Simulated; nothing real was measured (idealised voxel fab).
The process module presented herein is designated voxel wiring stack.
cross-section cut | 190 nm wide | cells 5 nm
Cross-section spec: square-cell grid; bands listed top down; each band is one or more rows. What a band's entry tells you: where the top is and where the bottom is, as heights in nm, and after that what lies inside, material by material from left to right, each with its width in nm. Empty space is written as the word "air", and a single material marked with the word "full width" occupies the band from edge to edge. Height reference: 0 = level under which incoming wafer is all one material. Lowest band: no bottom, runs on downward, e.g. "z 0 and below". Width: "30..40" (first number = top row, second number = bottom row, same change from row to row of cells). "changes: none" for a step: no cell of the cross-section changed in that step. "Fully sealed voids" means: voids of 8 cells or more that are shut off from the top with no open way through. Written width x height at distance, distance from the left edge, in nm. If you see something after the settings on a step's line, that's the simulator's own remark about that step. overlay nm: on a step with a mask, how far right of its planned place the mask lay; negative means left.
Steps in the process plan:
step 1: RECEIVE (material Si)
step 2: CONFORMAL_DEP (material SiO2; thk nm 10)
step 3: CONFORMAL_DEP (material SiCN; thk nm 5)
step 4: DIRECTIONAL_DEP (material lowk; thk nm 20)
step 5: MASKED_ETCH (tone open; mask id METAL_1; width nm 25; pitch nm 40; etch materials lowk; depth nm 20; overlay nm 0)
step 6: MASKED_ETCH (tone open; mask id METAL_1; width nm 25; pitch nm 40; etch materials SiCN; depth nm 5; overlay nm 0)
step 7: CONFORMAL_DEP (material TiN; thk nm 5)
step 8: FILL_DEP (material W; thk nm 10)
step 9: CMP (height nm 35)
step 10: CONFORMAL_DEP (material SiCN; thk nm 5)
step 11: DIRECTIONAL_DEP (material lowk; thk nm 10)
step 12: PATTERN (tone open; mask id PLUG_1; material resist; width nm 15; pitch nm 40; thk nm 20; overlay nm 0)
step 13: DIRECTIONAL_ETCH (etch materials lowk; depth nm 10)
step 14: DIRECTIONAL_ETCH (etch materials SiCN; depth nm 5)
step 15: STRIP (etch materials resist)
step 16: EPI (material Ru; thk nm 10)
step 17: EPI (material Ru; thk nm 5)
step 18: CONFORMAL_DEP (material SiCN; thk nm 5)
step 19: DIRECTIONAL_DEP (material lowk; thk nm 15)
step 20: DIRECTIONAL_DEP (material aC; thk nm 10)
step 21: PATTERN (tone open; mask id METAL_2; material resist; width nm 25; pitch nm 40; thk nm 25; overlay nm 0)
step 22: DIRECTIONAL_ETCH (etch materials aC; depth nm 10)
step 23: STRIP (etch materials resist)
step 24: DIRECTIONAL_ETCH (etch materials lowk; depth nm 15)
step 25: DIRECTIONAL_ETCH (etch materials SiCN; depth nm 5)
step 26: STRIP (etch materials aC)
step 27: CONFORMAL_DEP (material TiN; thk nm 5)
step 28: FILL_DEP (material Ru; thk nm 10)
step 29: CMP (height nm 70)
step 30: EPI (material Ru; thk nm 5)
step 31: FILL_DEP (material SiCN; thk nm 5)
step 32: DIRECTIONAL_DEP (material lowk; thk nm 30)
step 33: MASKED_ETCH (tone open; mask id METAL_3; width nm 25; pitch nm 40; etch materials lowk; depth nm 20; overlay nm 0)
step 34: DIRECTIONAL_DEP (material aC; thk nm 15)
step 35: PATTERN (tone open; mask id METAL_3_HOLES; material resist; width nm 15; thk nm 35; overlay nm 0)
step 36: DIRECTIONAL_ETCH (etch materials aC; depth nm 15)
step 37: STRIP (etch materials resist)
step 38: DIRECTIONAL_ETCH (etch materials lowk; depth nm 10)
step 39: DIRECTIONAL_ETCH (etch materials SiCN; depth nm 5)
step 40: STRIP (etch materials aC)
step 41: CONFORMAL_DEP (material TiN; thk nm 5)
step 42: FILL_DEP (material Ru; thk nm 5)
step 43: CMP (height nm 110)
step 44: CONFORMAL_DEP (material SiN; thk nm 5)
Step 1 complete: cross-section of the wafer as received:
* z 0 and below  Si full width
* Fully sealed voids: none
Run as planned - first of the two wafers cross-sectioned at the end of the module:
* z 115 to 110  SiN full width
* z 110 to 95  lowk 60 nm; TiN 5 nm; Ru 15 nm; TiN 5 nm; lowk 15 nm; TiN 5 nm; Ru 15 nm; TiN 5 nm; lowk 65 nm
* z 95 to 90  lowk 60 nm; TiN 5 nm; Ru 5 nm; TiN 15 nm; lowk 15 nm; TiN 25 nm; lowk 65 nm
* z 90 to 80  lowk 60 nm; TiN 5 nm; Ru 5 nm; TiN 5 nm; lowk 115 nm
* z 80 to 75  SiCN 60 nm; TiN 15 nm; SiCN 115 nm
* z 75 to 70  SiCN 55 nm; Ru 35 nm; SiCN 5 nm; Ru 35 nm; SiCN 60 nm
* z 70 to 55  lowk 60 nm; TiN 5 nm; Ru 15 nm; TiN 5 nm; lowk 15 nm; TiN 5 nm; Ru 15 nm; TiN 5 nm; lowk 65 nm
* z 55 to 50  SiCN 60 nm; TiN 25 nm; SiCN 15 nm; TiN 25 nm; SiCN 65 nm
* z 50 to 40  lowk 60 nm; Ru 15 nm; lowk 25 nm; Ru 15 nm; lowk 75 nm
* z 40 to 35  SiCN 60 nm; Ru 15 nm; SiCN 25 nm; Ru 15 nm; SiCN 75 nm
* z 35 to 15  lowk 60 nm; TiN 5 nm; W 15 nm; TiN 5 nm; lowk 15 nm; TiN 5 nm; W 15 nm; TiN 5 nm; lowk 65 nm
* z 15 to 10  SiCN 60 nm; TiN 25 nm; SiCN 15 nm; TiN 25 nm; SiCN 65 nm
* z 10 to 0  SiO2 full width
* z 0 and below  Si full width
* Fully sealed voids: none
Cross-sectional view: second of two wafers, end of module; start and plan identical to the first, one mistake in running:
* z 115 to 110  SiN full width
* z 110 to 80  lowk full width
* z 80 to 75  SiCN full width
* z 75 to 70  SiCN 55 nm; Ru 35 nm; SiCN 5 nm; Ru 35 nm; SiCN 60 nm
* z 70 to 55  lowk 60 nm; TiN 5 nm; Ru 15 nm; TiN 5 nm; lowk 15 nm; TiN 5 nm; Ru 15 nm; TiN 5 nm; lowk 65 nm
* z 55 to 50  SiCN 60 nm; TiN 25 nm; SiCN 15 nm; TiN 25 nm; SiCN 65 nm
* z 50 to 40  lowk 60 nm; Ru 15 nm; lowk 25 nm; Ru 15 nm; lowk 75 nm
* z 40 to 35  SiCN 60 nm; Ru 15 nm; SiCN 25 nm; Ru 15 nm; SiCN 75 nm
* z 35 to 15  lowk 60 nm; TiN 5 nm; W 15 nm; TiN 5 nm; lowk 15 nm; TiN 5 nm; W 15 nm; TiN 5 nm; lowk 65 nm
* z 15 to 10  SiCN 60 nm; TiN 25 nm; SiCN 15 nm; TiN 25 nm; SiCN 65 nm
* z 10 to 0  SiO2 full width
* z 0 and below  Si full width
* Fully sealed voids: none
Short version of what went wrong: step 32 of the plan saw execution twice
Looking at both finished wafers in cells, the second ends up ahead of or behind the first on some materials: Ru -21, SiCN +3, TiN -28, lowk +46
